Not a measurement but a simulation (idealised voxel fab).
process module | voxel wiring stack
cross-section cut | 245 nm wide | cells 5 nm
A cross-section is a grid of square cells, given in bands from the top down. A band is one or more rows of cells.
Each band's line starts with the height of the band's top and of its bottom, in nm. Then come its materials from left to right, each with its width in nm. One material with "throughout" fills the band from edge to edge. "air" is empty space.
Height 0 is the level under which the wafer as received is all one material. The lowest band goes on downwards, as in "0 down".
A width such as "30 to 40" changes by the same amount from each row of cells to the next, from the band's top row to its bottom row.
"no change" after a step means that no cell of the cross-section changed.
closed voids: empty space of 8 cells or more with no open way to the top, each as width x height at its distance from the left edge, in nm
after a step's settings: what the simulator itself notes on the step
overlay nm, on a step with a mask: how far to the right of its planned place the mask lay; to the left if negative
plan
1 op RECEIVE | material Si
2 op CONFORMAL_DEP | material SiO2 | thk nm 10
3 op DIRECTIONAL_DEP | material TiN | thk nm 5
4 op DIRECTIONAL_DEP | material Ru | thk nm 15
5 op MASKED_ETCH | tone cover | mask id METAL_1 | width nm 20 | pitch nm 50 | etch materials Ru | depth nm 15 | overlay nm 0
6 op MASKED_ETCH | tone cover | mask id METAL_1 | width nm 20 | pitch nm 50 | etch materials TiN | depth nm 5 | overlay nm 0
7 op CONFORMAL_DEP | material SiN | thk nm 5
8 op FILL_DEP | material SiO2 | thk nm 5
9 op CMP | height nm 30
10 op CONFORMAL_DEP | material SiCN | thk nm 5
11 op DIRECTIONAL_DEP | material lowk | thk nm 25
12 op DIRECTIONAL_DEP | material aC | thk nm 10
13 op PATTERN | tone open | mask id METAL_2_HOLES | material resist | width nm 15 | pitch nm 100 | thk nm 30 | overlay nm 0
14 op DIRECTIONAL_ETCH | etch materials aC | depth nm 10
15 op STRIP | etch materials resist
16 op DIRECTIONAL_ETCH | etch materials lowk | depth nm 25
17 op STRIP | etch materials aC
18 op PATTERN | tone open | mask id METAL_2 | material resist | width nm 20 | pitch nm 50 | thk nm 15 | overlay nm 0
19 op DIRECTIONAL_ETCH | etch materials lowk | depth nm 15
20 op DIRECTIONAL_ETCH | etch materials SiCN | depth nm 5
21 op STRIP | etch materials resist
22 op CONFORMAL_DEP | material TiN | thk nm 5
23 op FILL_DEP | material Cu | thk nm 10
24 op CMP | height nm 60
25 op CONFORMAL_DEP | material SiCN | thk nm 5
first wafer, as planned
as received, after step 1
  0 down: Si throughout
  closed voids: none
after step 2
  10 to 0: SiO2 throughout
  below 0: unchanged
after step 3
  15 to 10: TiN throughout
  below 10: unchanged
after step 4
  30 to 15: Ru throughout
  below 15: unchanged
after step 5
  30 to 15: air 35 | Ru 20 | air 30 | Ru 20 | air 30 | Ru 20 | air 30 | Ru 20 | air 40
  below 15: unchanged
after step 6
  30 to 15: air 35 | Ru 20 | air 30 | Ru 20 | air 30 | Ru 20 | air 30 | Ru 20 | air 40
  15 to 10: air 35 | TiN 20 | air 30 | TiN 20 | air 30 | TiN 20 | air 30 | TiN 20 | air 40
  below 10: unchanged
after step 7
  35 to 30: air 30 | SiN 30 | air 20 | SiN 30 | air 20 | SiN 30 | air 20 | SiN 30 | air 35
  30 to 15: air 30 | SiN 5 | Ru 20 | SiN 5 | air 20 | SiN 5 | Ru 20 | SiN 5 | air 20 | SiN 5 | Ru 20 | SiN 5 | air 20 | SiN 5 | Ru 20 | SiN 5 | air 35
  15 to 10: SiN 35 | TiN 20 | SiN 30 | TiN 20 | SiN 30 | TiN 20 | SiN 30 | TiN 20 | SiN 40
  below 10: unchanged
after step 8
  40 to 35: SiO2 throughout
  35 to 30: SiO2 30 | SiN 30 | SiO2 20 | SiN 30 | SiO2 20 | SiN 30 | SiO2 20 | SiN 30 | SiO2 35
  30 to 15: SiO2 30 | SiN 5 | Ru 20 | SiN 5 | SiO2 20 | SiN 5 | Ru 20 | SiN 5 | SiO2 20 | SiN 5 | Ru 20 | SiN 5 | SiO2 20 | SiN 5 | Ru 20 | SiN 5 | SiO2 35
  below 15: unchanged
after step 9
  30 to 15: SiO2 30 | SiN 5 | Ru 20 | SiN 5 | SiO2 20 | SiN 5 | Ru 20 | SiN 5 | SiO2 20 | SiN 5 | Ru 20 | SiN 5 | SiO2 20 | SiN 5 | Ru 20 | SiN 5 | SiO2 35
  below 15: unchanged
after step 10
  35 to 30: SiCN throughout
  below 30: unchanged
after step 11
  60 to 35: lowk throughout
  below 35: unchanged
after step 12
  70 to 60: aC throughout
  below 60: unchanged
after step 13
  100 to 70: resist 35 | air 15 | resist 85 | air 15 | resist 95
  below 70: unchanged
after step 14
  90 to 70: resist 35 | air 15 | resist 85 | air 15 | resist 95
  70 to 60: aC 35 | air 15 | aC 85 | air 15 | aC 95
  below 60: unchanged
after step 15
  70 to 60: aC 35 | air 15 | aC 85 | air 15 | aC 95
  below 60: unchanged
after step 16
  70 to 60: aC 35 | air 15 | aC 85 | air 15 | aC 95
  60 to 35: lowk 35 | air 15 | lowk 85 | air 15 | lowk 95
  below 35: unchanged
after step 17
  60 to 35: lowk 35 | air 15 | lowk 85 | air 15 | lowk 95
  below 35: unchanged
after step 18
  75 to 60: resist 35 | air 20 | resist 30 | air 20 | resist 30 | air 20 | resist 30 | air 20 | resist 40
  below 60: unchanged
after step 19
  75 to 60: resist 35 | air 20 | resist 30 | air 20 | resist 30 | air 20 | resist 30 | air 20 | resist 40
  60 to 45: lowk 35 | air 20 | lowk 30 | air 20 | lowk 30 | air 20 | lowk 30 | air 20 | lowk 40
  below 45: unchanged
after step 20
  75 to 60: resist 35 | air 20 | resist 30 | air 20 | resist 30 | air 20 | resist 30 | air 20 | resist 40
  60 to 45: lowk 35 | air 20 | lowk 30 | air 20 | lowk 30 | air 20 | lowk 30 | air 20 | lowk 40
  45 to 35: lowk 35 | air 15 | lowk 85 | air 15 | lowk 95
  35 to 30: SiCN 35 | air 15 | SiCN 85 | air 15 | SiCN 95
  below 30: unchanged
after step 21
  60 to 45: lowk 35 | air 20 | lowk 30 | air 20 | lowk 30 | air 20 | lowk 30 | air 20 | lowk 40
  below 45: unchanged
after step 22
  65 to 60: TiN 40 | air 10 | TiN 40 | air 10 | TiN 40 | air 10 | TiN 40 | air 10 | TiN 45
  60 to 50: lowk 35 | TiN 5 | air 10 | TiN 5 | lowk 30 | TiN 5 | air 10 | TiN 5 | lowk 30 | TiN 5 | air 10 | TiN 5 | lowk 30 | TiN 5 | air 10 | TiN 5 | lowk 40
  50 to 45: lowk 35 | TiN 5 | air 5 | TiN 10 | lowk 30 | TiN 20 | lowk 30 | TiN 5 | air 5 | TiN 10 | lowk 30 | TiN 20 | lowk 40
  45 to 35: lowk 35 | TiN 5 | air 5 | TiN 5 | lowk 85 | TiN 5 | air 5 | TiN 5 | lowk 95
  35 to 30: SiCN 35 | TiN 15 | SiCN 85 | TiN 15 | SiCN 95
  below 30: unchanged
after step 23
  75 to 65: Cu throughout
  65 to 60: TiN 40 | Cu 10 | TiN 40 | Cu 10 | TiN 40 | Cu 10 | TiN 40 | Cu 10 | TiN 45
  60 to 50: lowk 35 | TiN 5 | Cu 10 | TiN 5 | lowk 30 | TiN 5 | Cu 10 | TiN 5 | lowk 30 | TiN 5 | Cu 10 | TiN 5 | lowk 30 | TiN 5 | Cu 10 | TiN 5 | lowk 40
  50 to 45: lowk 35 | TiN 5 | Cu 5 | TiN 10 | lowk 30 | TiN 20 | lowk 30 | TiN 5 | Cu 5 | TiN 10 | lowk 30 | TiN 20 | lowk 40
  45 to 35: lowk 35 | TiN 5 | Cu 5 | TiN 5 | lowk 85 | TiN 5 | Cu 5 | TiN 5 | lowk 95
  below 35: unchanged
after step 24
  60 to 50: lowk 35 | TiN 5 | Cu 10 | TiN 5 | lowk 30 | TiN 5 | Cu 10 | TiN 5 | lowk 30 | TiN 5 | Cu 10 | TiN 5 | lowk 30 | TiN 5 | Cu 10 | TiN 5 | lowk 40
  below 50: unchanged
after step 25
  65 to 60: SiCN throughout
  below 60: unchanged
second wafer: like start, like plan, one mistake. Through step 4 it matches the first wafer
when step 5 should have ended
  30 to 15: air 40 | Ru 15 | air 35 | Ru 15 | air 35 | Ru 15 | air 35 | Ru 15 | air 40
  below 15: unchanged
when step 6 should have ended
  30 to 15: air 40 | Ru 15 | air 35 | Ru 15 | air 35 | Ru 15 | air 35 | Ru 15 | air 40
  15 to 10: air 35 | TiN 20 | air 30 | TiN 20 | air 30 | TiN 20 | air 30 | TiN 20 | air 40
  below 10: unchanged
when step 7 should have ended
  35 to 30: air 35 | SiN 25 | air 25 | SiN 25 | air 25 | SiN 25 | air 25 | SiN 25 | air 35
  30 to 20: air 35 | SiN 5 | Ru 15 | SiN 5 | air 25 | SiN 5 | Ru 15 | SiN 5 | air 25 | SiN 5 | Ru 15 | SiN 5 | air 25 | SiN 5 | Ru 15 | SiN 5 | air 35
  20 to 15: air 30 | SiN 10 | Ru 15 | SiN 5 | air 20 | SiN 10 | Ru 15 | SiN 5 | air 20 | SiN 10 | Ru 15 | SiN 5 | air 20 | SiN 10 | Ru 15 | SiN 5 | air 35
  15 to 10: SiN 35 | TiN 20 | SiN 30 | TiN 20 | SiN 30 | TiN 20 | SiN 30 | TiN 20 | SiN 40
  below 10: unchanged
when step 8 should have ended
  40 to 35: SiO2 throughout
  35 to 30: SiO2 35 | SiN 25 | SiO2 25 | SiN 25 | SiO2 25 | SiN 25 | SiO2 25 | SiN 25 | SiO2 35
  30 to 20: SiO2 35 | SiN 5 | Ru 15 | SiN 5 | SiO2 25 | SiN 5 | Ru 15 | SiN 5 | SiO2 25 | SiN 5 | Ru 15 | SiN 5 | SiO2 25 | SiN 5 | Ru 15 | SiN 5 | SiO2 35
  20 to 15: SiO2 30 | SiN 10 | Ru 15 | SiN 5 | SiO2 20 | SiN 10 | Ru 15 | SiN 5 | SiO2 20 | SiN 10 | Ru 15 | SiN 5 | SiO2 20 | SiN 10 | Ru 15 | SiN 5 | SiO2 35
  below 15: unchanged
when step 9 should have ended
  30 to 20: SiO2 35 | SiN 5 | Ru 15 | SiN 5 | SiO2 25 | SiN 5 | Ru 15 | SiN 5 | SiO2 25 | SiN 5 | Ru 15 | SiN 5 | SiO2 25 | SiN 5 | Ru 15 | SiN 5 | SiO2 35
  below 20: unchanged
when step 10 should have ended
  35 to 30: SiCN throughout
  below 30: unchanged
when step 11 should have ended
  60 to 35: lowk throughout
  below 35: unchanged
when step 12 should have ended
  70 to 60: aC throughout
  below 60: unchanged
when step 13 should have ended
  100 to 70: resist 35 | air 15 | resist 85 | air 15 | resist 95
  below 70: unchanged
when step 14 should have ended
  90 to 70: resist 35 | air 15 | resist 85 | air 15 | resist 95
  70 to 60: aC 35 | air 15 | aC 85 | air 15 | aC 95
  below 60: unchanged
when step 15 should have ended
  70 to 60: aC 35 | air 15 | aC 85 | air 15 | aC 95
  below 60: unchanged
when step 16 should have ended
  70 to 60: aC 35 | air 15 | aC 85 | air 15 | aC 95
  60 to 35: lowk 35 | air 15 | lowk 85 | air 15 | lowk 95
  below 35: unchanged
when step 17 should have ended
  60 to 35: lowk 35 | air 15 | lowk 85 | air 15 | lowk 95
  below 35: unchanged
when step 18 should have ended
  75 to 60: resist 35 | air 20 | resist 30 | air 20 | resist 30 | air 20 | resist 30 | air 20 | resist 40
  below 60: unchanged
when step 19 should have ended
  75 to 60: resist 35 | air 20 | resist 30 | air 20 | resist 30 | air 20 | resist 30 | air 20 | resist 40
  60 to 45: lowk 35 | air 20 | lowk 30 | air 20 | lowk 30 | air 20 | lowk 30 | air 20 | lowk 40
  below 45: unchanged
when step 20 should have ended
  75 to 60: resist 35 | air 20 | resist 30 | air 20 | resist 30 | air 20 | resist 30 | air 20 | resist 40
  60 to 45: lowk 35 | air 20 | lowk 30 | air 20 | lowk 30 | air 20 | lowk 30 | air 20 | lowk 40
  45 to 35: lowk 35 | air 15 | lowk 85 | air 15 | lowk 95
  35 to 30: SiCN 35 | air 15 | SiCN 85 | air 15 | SiCN 95
  below 30: unchanged
when step 21 should have ended
  60 to 45: lowk 35 | air 20 | lowk 30 | air 20 | lowk 30 | air 20 | lowk 30 | air 20 | lowk 40
  below 45: unchanged
when step 22 should have ended
  65 to 60: TiN 40 | air 10 | TiN 40 | air 10 | TiN 40 | air 10 | TiN 40 | air 10 | TiN 45
  60 to 50: lowk 35 | TiN 5 | air 10 | TiN 5 | lowk 30 | TiN 5 | air 10 | TiN 5 | lowk 30 | TiN 5 | air 10 | TiN 5 | lowk 30 | TiN 5 | air 10 | TiN 5 | lowk 40
  50 to 45: lowk 35 | TiN 5 | air 5 | TiN 10 | lowk 30 | TiN 20 | lowk 30 | TiN 5 | air 5 | TiN 10 | lowk 30 | TiN 20 | lowk 40
  45 to 35: lowk 35 | TiN 5 | air 5 | TiN 5 | lowk 85 | TiN 5 | air 5 | TiN 5 | lowk 95
  35 to 30: SiCN 35 | TiN 15 | SiCN 85 | TiN 15 | SiCN 95
  below 30: unchanged
when step 23 should have ended
  75 to 65: Cu throughout
  65 to 60: TiN 40 | Cu 10 | TiN 40 | Cu 10 | TiN 40 | Cu 10 | TiN 40 | Cu 10 | TiN 45
  60 to 50: lowk 35 | TiN 5 | Cu 10 | TiN 5 | lowk 30 | TiN 5 | Cu 10 | TiN 5 | lowk 30 | TiN 5 | Cu 10 | TiN 5 | lowk 30 | TiN 5 | Cu 10 | TiN 5 | lowk 40
  50 to 45: lowk 35 | TiN 5 | Cu 5 | TiN 10 | lowk 30 | TiN 20 | lowk 30 | TiN 5 | Cu 5 | TiN 10 | lowk 30 | TiN 20 | lowk 40
  45 to 35: lowk 35 | TiN 5 | Cu 5 | TiN 5 | lowk 85 | TiN 5 | Cu 5 | TiN 5 | lowk 95
  below 35: unchanged
when step 24 should have ended
  60 to 50: lowk 35 | TiN 5 | Cu 10 | TiN 5 | lowk 30 | TiN 5 | Cu 10 | TiN 5 | lowk 30 | TiN 5 | Cu 10 | TiN 5 | lowk 30 | TiN 5 | Cu 10 | TiN 5 | lowk 40
  below 50: unchanged
when step 25 should have ended
  65 to 60: SiCN throughout
  below 60: unchanged
what went wrong: step 5 ran as: op MASKED_ETCH | tone cover | mask id METAL_1 | width nm 15 | pitch nm 50 | etch materials Ru | depth nm 15 | overlay nm 0
at the end the second wafer has, in cells: 12 fewer of Ru | 4 more of SiN | 8 more of SiO2
